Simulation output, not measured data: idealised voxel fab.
The following process module bears the name voxel transistor to metal.
In the cross-section labelled cut, the width is 260 nm and each square cell is 5 nm.
Just so we're on the same page, the cross-sections are grids of square cells, and they're listed out in bands top to bottom, each band one or more rows deep. First you get the band's top height and its bottom height, in nm, and then the materials it's made of, left to right, with each width in nm. If you see a single material with "edge to edge", that one covers the band edge to edge. "empty" is empty space. A quick word on heights: they are counted from 0, and under that level the wafer as it came to us is one material throughout. The lowest band is different from the rest in having no bottom; it simply continues downward, written as in "z 0 and below". It should be noted that a width expressed as "30..40" varies in equal increments from row to row of cells within the band, taking the value of the first number at the top row and that of the second number at the bottom row. "changes: none" after a step means that no cell of the cross-section changed. "Voids lacking openings" lists enclosed empty spaces (at least 8 cells, no open path upward to the top), each as width x height at distance from the left edge, in nm. On each step's line, the part that comes after the settings is the simulator's own comment on the step. "overlay nm" answers the question of how far to the right of plan the mask lay on a step that has a mask, and when it is negative the answer is to the left.

These are the steps we planned for the process:
1) RECEIVE with material Si
2) OXIDIZE with depth nm 5
3) CONFORMAL_DEP with material SiN, thk nm 10
4) PATTERN with tone cover, mask id ACTIVE, material resist, width nm 105, pitch nm 125, thk nm 15, overlay nm 0
5) DIRECTIONAL_ETCH with etch materials SiN, depth nm 10
6) DIRECTIONAL_ETCH with etch materials SiO2, depth nm 5
7) DIRECTIONAL_ETCH with etch materials Si, depth nm 30
8) STRIP with etch materials resist
9) OXIDIZE with depth nm 5
10) FILL_DEP with material SiO2, thk nm 15
11) CMP with height nm 10
12) SELECTIVE_ETCH with etch materials SiO2, depth nm 5
13) STRIP with etch materials SiN
14) SELECTIVE_ETCH with etch materials SiO2, depth nm 5
15) OXIDIZE with depth nm 5
16) DIRECTIONAL_DEP with material polySi, thk nm 30
17) DIRECTIONAL_DEP with material SiCN, thk nm 10
18) MASKED_ETCH with tone cover, mask id GATE, width nm 15, pitch nm 125, etch materials SiCN, depth nm 20, overlay nm 0
19) MASKED_ETCH with tone cover, mask id GATE, width nm 15, pitch nm 125, etch materials polySi, depth nm 40, overlay nm 0
20) CONFORMAL_DEP with material SiO2, thk nm 5
21) DIRECTIONAL_ETCH with etch materials SiO2, depth nm 5
22) CONFORMAL_DEP with material SiN, thk nm 10
23) DIRECTIONAL_ETCH with etch materials SiN, depth nm 10
24) DIRECTIONAL_ETCH with etch materials SiO2, depth nm 5
25) EPI with material SiGe, thk nm 5
26) FILL_DEP with material SiO2, thk nm 10
27) CMP with height nm 35
28) DIRECTIONAL_DEP with material SiO2, thk nm 15
29) PATTERN with tone open, mask id CONTACT, material resist, width nm 20, thk nm 15, overlay nm 0
30) DIRECTIONAL_ETCH with etch materials SiO2, depth nm 55
31) STRIP with etch materials resist
32) CONFORMAL_DEP with material TiN, thk nm 5
33) FILL_DEP with material Ru, thk nm 5
34) CMP with height nm 50
35) CONFORMAL_DEP with material SiCN, thk nm 5
36) DIRECTIONAL_DEP with material lowk, thk nm 15
37) MASKED_ETCH with tone open, mask id METAL_1, width nm 20, etch materials lowk, depth nm 15, overlay nm 0
38) MASKED_ETCH with tone open, mask id METAL_1, width nm 20, etch materials SiCN, depth nm 5, overlay nm -10
39) CONFORMAL_DEP with material TiN, thk nm 5
40) FILL_DEP with material W, thk nm 10
41) CMP with height nm 70
42) CONFORMAL_DEP with material SiCN, thk nm 5
43) DIRECTIONAL_DEP with material SiO2, thk nm 35
44) DIRECTIONAL_DEP with material aC, thk nm 10
45) PATTERN with tone open, mask id METAL_2_HOLES, material resist, width nm 15, pitch nm 125, thk nm 30, overlay nm 0
46) DIRECTIONAL_ETCH with etch materials aC, depth nm 10
47) STRIP with etch materials resist
48) DIRECTIONAL_ETCH with etch materials SiO2, depth nm 35
49) STRIP with etch materials aC
50) PATTERN with tone open, mask id METAL_2, material resist, width nm 20, pitch nm 125, thk nm 20, overlay nm 0
51) DIRECTIONAL_ETCH with etch materials SiO2, depth nm 20
52) DIRECTIONAL_ETCH with etch materials SiCN, depth nm 5
53) STRIP with etch materials resist
54) CONFORMAL_DEP with material TiN, thk nm 5
55) FILL_DEP with material Cu, thk nm 5
56) CMP with height nm 110
57) CONFORMAL_DEP with material SiN, thk nm 5
Wafer-to-wafer difference: overlay nm, step 38. Common start. Plan = first wafer's value.

First wafer of several, as received: cross-section after step 1:
	z 0 and below | Si edge to edge
	Voids lacking openings: none

Module end state after final step 57: cross-section of the first of several wafers:
	z 115 to 110 | SiN edge to edge
	z 110 to 95 | SiO2 25 nm  TiN 5 nm  Cu 10 nm  TiN 5 nm  SiO2 105 nm  TiN 5 nm  Cu 10 nm  TiN 5 nm  SiO2 90 nm
	z 95 to 90 | SiO2 25 nm  TiN 5 nm  Cu 5 nm  TiN 10 nm  SiO2 105 nm  TiN 5 nm  Cu 5 nm  TiN 10 nm  SiO2 90 nm
	z 90 to 75 | SiO2 25 nm  TiN 5 nm  Cu 5 nm  TiN 5 nm  SiO2 110 nm  TiN 5 nm  Cu 5 nm  TiN 5 nm  SiO2 95 nm
	z 75 to 70 | SiCN 25 nm  TiN 15 nm  SiCN 110 nm  TiN 15 nm  SiCN 95 nm
	z 70 to 60 | lowk 25 nm  TiN 5 nm  W 10 nm  TiN 5 nm  lowk 45 nm  TiN 5 nm  W 10 nm  TiN 5 nm  lowk 40 nm  TiN 5 nm  W 10 nm  TiN 5 nm  lowk 45 nm  TiN 5 nm  W 10 nm  TiN 5 nm  lowk 25 nm
	z 60 to 55 | lowk 25 nm  TiN 20 nm  lowk 45 nm  TiN 20 nm  lowk 40 nm  TiN 20 nm  lowk 45 nm  TiN 20 nm  lowk 25 nm
	z 55 to 50 | SiCN 25 nm  TiN 10 nm  SiCN 55 nm  TiN 10 nm  SiCN 50 nm  TiN 10 nm  SiCN 55 nm  TiN 10 nm  SiCN 35 nm
	z 50 to 35 | SiO2 25 nm  TiN 5 nm  Ru 10 nm  TiN 5 nm  SiO2 45 nm  TiN 5 nm  Ru 10 nm  TiN 5 nm  SiO2 40 nm  TiN 5 nm  Ru 10 nm  TiN 5 nm  SiO2 45 nm  TiN 5 nm  Ru 10 nm  TiN 5 nm  SiO2 25 nm
	z 35 to 25 | SiO2 25 nm  TiN 5 nm  Ru 10 nm  TiN 5 nm  SiN 10 nm  SiO2 5 nm  SiCN 15 nm  SiO2 5 nm  SiN 10 nm  TiN 5 nm  Ru 10 nm  TiN 5 nm  SiO2 40 nm  TiN 5 nm  Ru 10 nm  TiN 5 nm  SiN 10 nm  SiO2 5 nm  SiCN 15 nm  SiO2 5 nm  SiN 10 nm  TiN 5 nm  Ru 10 nm  TiN 5 nm  SiO2 25 nm
	z 25 to 0 | SiO2 25 nm  TiN 5 nm  Ru 10 nm  TiN 5 nm  SiN 10 nm  SiO2 5 nm  polySi 15 nm  SiO2 5 nm  SiN 10 nm  TiN 5 nm  Ru 10 nm  TiN 5 nm  SiO2 40 nm  TiN 5 nm  Ru 10 nm  TiN 5 nm  SiN 10 nm  SiO2 5 nm  polySi 15 nm  SiO2 5 nm  SiN 10 nm  TiN 5 nm  Ru 10 nm  TiN 5 nm  SiO2 25 nm
	z 0 to -5 | SiO2 15 nm  SiN 10 nm  TiN 20 nm  SiN 10 nm  SiO2 5 nm  polySi 15 nm  SiO2 5 nm  SiN 10 nm  TiN 20 nm  SiN 10 nm  SiO2 20 nm  SiN 10 nm  TiN 20 nm  SiN 10 nm  SiO2 5 nm  polySi 15 nm  SiO2 5 nm  SiN 10 nm  TiN 20 nm  SiN 10 nm  SiO2 15 nm
	z -5 to -10 | SiO2 25 nm  SiGe 20 nm  SiO2 45 nm  SiGe 20 nm  SiO2 40 nm  SiGe 20 nm  SiO2 45 nm  SiGe 20 nm  SiO2 25 nm
	z -10 to -40 | SiO2 20 nm  Si 95 nm  SiO2 30 nm  Si 95 nm  SiO2 20 nm
	z -40 and below | Si edge to edge
	Voids lacking openings: none

Last wafer x-sec, end of module:
	z 115 to 110 | SiN edge to edge
	z 110 to 95 | SiO2 25 nm  TiN 5 nm  Cu 10 nm  TiN 5 nm  SiO2 105 nm  TiN 5 nm  Cu 10 nm  TiN 5 nm  SiO2 90 nm
	z 95 to 90 | SiO2 25 nm  TiN 5 nm  Cu 5 nm  TiN 10 nm  SiO2 105 nm  TiN 5 nm  Cu 5 nm  TiN 10 nm  SiO2 90 nm
	z 90 to 75 | SiO2 25 nm  TiN 5 nm  Cu 5 nm  TiN 5 nm  SiO2 110 nm  TiN 5 nm  Cu 5 nm  TiN 5 nm  SiO2 95 nm
	z 75 to 70 | SiCN 25 nm  TiN 15 nm  SiCN 110 nm  TiN 15 nm  SiCN 95 nm
	z 70 to 60 | lowk 25 nm  TiN 5 nm  W 10 nm  TiN 5 nm  lowk 45 nm  TiN 5 nm  W 10 nm  TiN 5 nm  lowk 40 nm  TiN 5 nm  W 10 nm  TiN 5 nm  lowk 45 nm  TiN 5 nm  W 10 nm  TiN 5 nm  lowk 25 nm
	z 60 to 55 | lowk 25 nm  TiN 20 nm  lowk 45 nm  TiN 20 nm  lowk 40 nm  TiN 20 nm  lowk 45 nm  TiN 20 nm  lowk 25 nm
	z 55 to 50 | SiCN 35 nm  TiN 10 nm  SiCN 55 nm  TiN 10 nm  SiCN 50 nm  TiN 10 nm  SiCN 55 nm  TiN 10 nm  SiCN 25 nm
	z 50 to 35 | SiO2 25 nm  TiN 5 nm  Ru 10 nm  TiN 5 nm  SiO2 45 nm  TiN 5 nm  Ru 10 nm  TiN 5 nm  SiO2 40 nm  TiN 5 nm  Ru 10 nm  TiN 5 nm  SiO2 45 nm  TiN 5 nm  Ru 10 nm  TiN 5 nm  SiO2 25 nm
	z 35 to 25 | SiO2 25 nm  TiN 5 nm  Ru 10 nm  TiN 5 nm  SiN 10 nm  SiO2 5 nm  SiCN 15 nm  SiO2 5 nm  SiN 10 nm  TiN 5 nm  Ru 10 nm  TiN 5 nm  SiO2 40 nm  TiN 5 nm  Ru 10 nm  TiN 5 nm  SiN 10 nm  SiO2 5 nm  SiCN 15 nm  SiO2 5 nm  SiN 10 nm  TiN 5 nm  Ru 10 nm  TiN 5 nm  SiO2 25 nm
	z 25 to 0 | SiO2 25 nm  TiN 5 nm  Ru 10 nm  TiN 5 nm  SiN 10 nm  SiO2 5 nm  polySi 15 nm  SiO2 5 nm  SiN 10 nm  TiN 5 nm  Ru 10 nm  TiN 5 nm  SiO2 40 nm  TiN 5 nm  Ru 10 nm  TiN 5 nm  SiN 10 nm  SiO2 5 nm  polySi 15 nm  SiO2 5 nm  SiN 10 nm  TiN 5 nm  Ru 10 nm  TiN 5 nm  SiO2 25 nm
	z 0 to -5 | SiO2 15 nm  SiN 10 nm  TiN 20 nm  SiN 10 nm  SiO2 5 nm  polySi 15 nm  SiO2 5 nm  SiN 10 nm  TiN 20 nm  SiN 10 nm  SiO2 20 nm  SiN 10 nm  TiN 20 nm  SiN 10 nm  SiO2 5 nm  polySi 15 nm  SiO2 5 nm  SiN 10 nm  TiN 20 nm  SiN 10 nm  SiO2 15 nm
	z -5 to -10 | SiO2 25 nm  SiGe 20 nm  SiO2 45 nm  SiGe 20 nm  SiO2 40 nm  SiGe 20 nm  SiO2 45 nm  SiGe 20 nm  SiO2 25 nm
	z -10 to -40 | SiO2 20 nm  Si 95 nm  SiO2 30 nm  Si 95 nm  SiO2 20 nm
	z -40 and below | Si edge to edge
	Voids lacking openings: none

What follows is a table in which each wafer occupies a row; for the wafer as it stands at the close of the module, the row states, material by material, how many cells have been gained (+) or lost (-) since receipt, and then gives its closed voids:
overlay nm -10; +20 Cu; +80 Ru; -188 Si; +102 SiCN; +16 SiGe; +124 SiN; +710 SiO2; +172 TiN; +16 W; +108 lowk; +36 polySi; Voids lacking openings: none
overlay nm -5; +20 Cu; +80 Ru; -188 Si; +98 SiCN; +16 SiGe; +124 SiN; +710 SiO2; +172 TiN; +20 W; +108 lowk; +36 polySi; Voids lacking openings: none
overlay nm 0; +20 Cu; +80 Ru; -188 Si; +94 SiCN; +16 SiGe; +124 SiN; +710 SiO2; +172 TiN; +24 W; +108 lowk; +36 polySi; Voids lacking openings: none
overlay nm 5; +20 Cu; +80 Ru; -188 Si; +98 SiCN; +16 SiGe; +124 SiN; +710 SiO2; +172 TiN; +20 W; +108 lowk; +36 polySi; Voids lacking openings: none
overlay nm 10; +20 Cu; +80 Ru; -188 Si; +102 SiCN; +16 SiGe; +124 SiN; +710 SiO2; +172 TiN; +16 W; +108 lowk; +36 polySi; Voids lacking openings: none
